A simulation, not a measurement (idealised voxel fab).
process module | voxel capacitor over wiring
cross-section cut | 290 nm wide | cells 5 nm
A cross-section is a grid of square cells, given in bands from the top down. A band is one or more rows of cells.
Each band's line starts with the height of the band's top and of its bottom, in nm. Then come its materials from left to right, each with its width in nm. One material with "throughout" fills the band from edge to edge. "air" is empty space.
Height 0 is the level under which the wafer as received is all one material. The lowest band goes on downwards, as in "0 down".
A width such as "30 to 40" changes by the same amount from each row of cells to the next, from the band's top row to its bottom row.
"no change" after a step means that no cell of the cross-section changed.
closed voids: empty space of 8 cells or more with no open way to the top, each as width x height at its distance from the left edge, in nm
after a step's settings: what the simulator itself notes on the step
overlay nm, on a step with a mask: how far to the right of its planned place the mask lay; to the left if negative
plan
1 op RECEIVE | material Si
2 op CONFORMAL_DEP | material SiO2 | thk nm 10
3 op CONFORMAL_DEP | material SiN | thk nm 5
4 op DIRECTIONAL_DEP | material SiO2 | thk nm 25
5 op PATTERN | tone open | mask id METAL_1 | material resist | width nm 20 | pitch nm 75 | thk nm 15 | overlay nm 0
6 op DIRECTIONAL_ETCH | etch materials SiO2 | depth nm 25
7 op DIRECTIONAL_ETCH | etch materials SiN | depth nm 5
8 op STRIP | etch materials resist
9 op CONFORMAL_DEP | material TiN | thk nm 5
10 op FILL_DEP | material Cu | thk nm 5
11 op CMP | height nm 40
12 op CONFORMAL_DEP | material SiCN | thk nm 5
13 op DIRECTIONAL_DEP | material SiO2 | thk nm 15
14 op DIRECTIONAL_DEP | material aC | thk nm 15
15 op PATTERN | tone open | mask id PLUG_1 | material resist | width nm 15 | thk nm 35 | overlay nm 0
16 op DIRECTIONAL_ETCH | etch materials aC | depth nm 15
17 op STRIP | etch materials resist
18 op DIRECTIONAL_ETCH | etch materials SiO2 | depth nm 15
19 op DIRECTIONAL_ETCH | etch materials SiCN | depth nm 5
20 op STRIP | etch materials aC
21 op EPI | material Ru | thk nm 10
22 op EPI | material Ru | thk nm 10
23 op DIRECTIONAL_DEP | material TiN | thk nm 5
24 op DIRECTIONAL_DEP | material Al2O3 | thk nm 5
25 op DIRECTIONAL_DEP | material TiN | thk nm 5
26 op MASKED_ETCH | tone cover | mask id UPPER_PLATE | width nm 60 | etch materials TiN | depth nm 5 | overlay nm 0
27 op MASKED_ETCH | tone cover | mask id UPPER_PLATE | width nm 60 | etch materials Al2O3 | depth nm 5 | overlay nm 0
28 op MASKED_ETCH | tone cover | mask id LOWER_PLATE | width nm 70 | etch materials TiN | depth nm 5 | overlay nm 0
29 op FILL_DEP | material SiO2 | thk nm 15
30 op CMP | height nm 85
31 op PATTERN | tone open | mask id PLUG_2 | material resist | width nm 15 | thk nm 20 | overlay nm -15
32 op DIRECTIONAL_ETCH | etch materials SiO2 | depth nm 10
33 op STRIP | etch materials resist
34 op CONFORMAL_DEP | material TiN | thk nm 5
35 op FILL_DEP | material Ru | thk nm 5
36 op CMP | height nm 85
37 op CONFORMAL_DEP | material SiCN | thk nm 5
varied across the wafers: overlay nm of step 31. The plan shows the first wafer's value. All wafers start alike
first wafer as received, after step 1
  0 down: Si throughout
  closed voids: none
each wafer at the end: cells of each material gained (+) or lost (-) since it was received, then its closed voids
overlay nm -15 | +12 Al2O3 | +20 Cu | +13 Ru | +113 SiCN | +50 SiN | +777 SiO2 | +59 TiN | closed voids: none
overlay nm -10 | +12 Al2O3 | +20 Cu | +13 Ru | +113 SiCN | +50 SiN | +777 SiO2 | +59 TiN | closed voids: none
overlay nm -5 | +12 Al2O3 | +20 Cu | +13 Ru | +113 SiCN | +50 SiN | +777 SiO2 | +59 TiN | closed voids: none
overlay nm 0 | +12 Al2O3 | +20 Cu | +13 Ru | +113 SiCN | +50 SiN | +777 SiO2 | +59 TiN | closed voids: none
overlay nm 5 | +12 Al2O3 | +20 Cu | +13 Ru | +113 SiCN | +50 SiN | +777 SiO2 | +59 TiN | closed voids: none
overlay nm 10 | +12 Al2O3 | +20 Cu | +13 Ru | +113 SiCN | +50 SiN | +777 SiO2 | +59 TiN | closed voids: none
overlay nm 15 | +12 Al2O3 | +20 Cu | +13 Ru | +113 SiCN | +50 SiN | +777 SiO2 | +59 TiN | closed voids: none
